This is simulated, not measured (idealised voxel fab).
Process module name: voxel fin reveal
Square cell edge 5 nm, section width 205 nm, ID cut.
We lay out every cross-section as a grid of square cells and spell it out in bands from the top down, where one band means one or more rows of cells.
Read a band's entry like this: the first values are the height of its top and the height of its bottom in nm, and what follows is the sequence of materials from left to right, each with its width in nm. Note that "empty" is empty space, and that a single material marked "edge to edge" reaches across the band from edge to edge.
Height is counted from the level 0, under which the received wafer is composed throughout of one material. The lowest of the bands is not closed at the bottom but continues downward, in the notation "0 down".
You'd read "30..40" like this: the band's top row of cells is as wide as the first number, its bottom row is as wide as the second, and going down, every row changes width by the same amount as the row before did.
Any step labelled "no change" changed none of the cells in the cross-section.
"Non-vented voids" specifies each empty space that is not open to the top and that occupies no fewer than 8 cells, using the form width x height at distance, the distance measured from the left edge and all three quantities in nm.
The remark found on a step's line after its settings is issued by the simulator itself and pertains to that step.
Among the settings permitted on a step's line is "overlay nm"; applied to a step with a mask, it specifies the extent to which the mask lay to the right of its planned position, whereas a negative figure signifies a position to the left.
Here's what the planned process steps look like:
| 1 | RECEIVE,material Si |
| 2 | CONFORMAL_DEP,material SiN,thk nm 5 |
| 3 | MASKED_ETCH,tone cover,mask id FINS,width nm 15,pitch nm 35,etch materials SiN,depth nm 5,overlay nm 0 |
| 4 | MASKED_ETCH,tone cover,mask id FINS,width nm 15,pitch nm 35,etch materials Si,depth nm 30,overlay nm 0 |
| 5 | FILL_DEP,material SiO2,thk nm 5 |
| 6 | CMP,height nm 5 |
| 7 | SELECTIVE_ETCH,etch materials SiO2,depth nm 25 |
| 8 | STRIP,etch materials SiN |
| 9 | CONFORMAL_DEP,material HfO2,thk nm 5 |
Cross-sectional view of the wafer in its as-received condition, corresponding to the state after step 1:
* 0 down | Si edge to edge
* Non-vented voids: none
Final wafer profile in cross-section after the module, from the same start and plan as above, with one mistake made during processing:
* 15 to 0 | empty 60 nm, HfO2 80 nm, empty 65 nm
* 0 to -5 | empty 60 nm, HfO2 15 nm, Si 15 nm, HfO2 20 nm, Si 15 nm, HfO2 15 nm, empty 65 nm
* -5 to -20 | HfO2 75 nm, Si 15 nm, HfO2 20 nm, Si 15 nm, HfO2 80 nm
* -20 to -30 | SiO2 75 nm, Si 15 nm, SiO2 20 nm, Si 15 nm, SiO2 80 nm
* -30 down | Si edge to edge
* Non-vented voids: none
Here's what went sideways: step 9 was run on a setting that differed from the plan, and what really ran there is CONFORMAL_DEP,material HfO2,thk nm 15
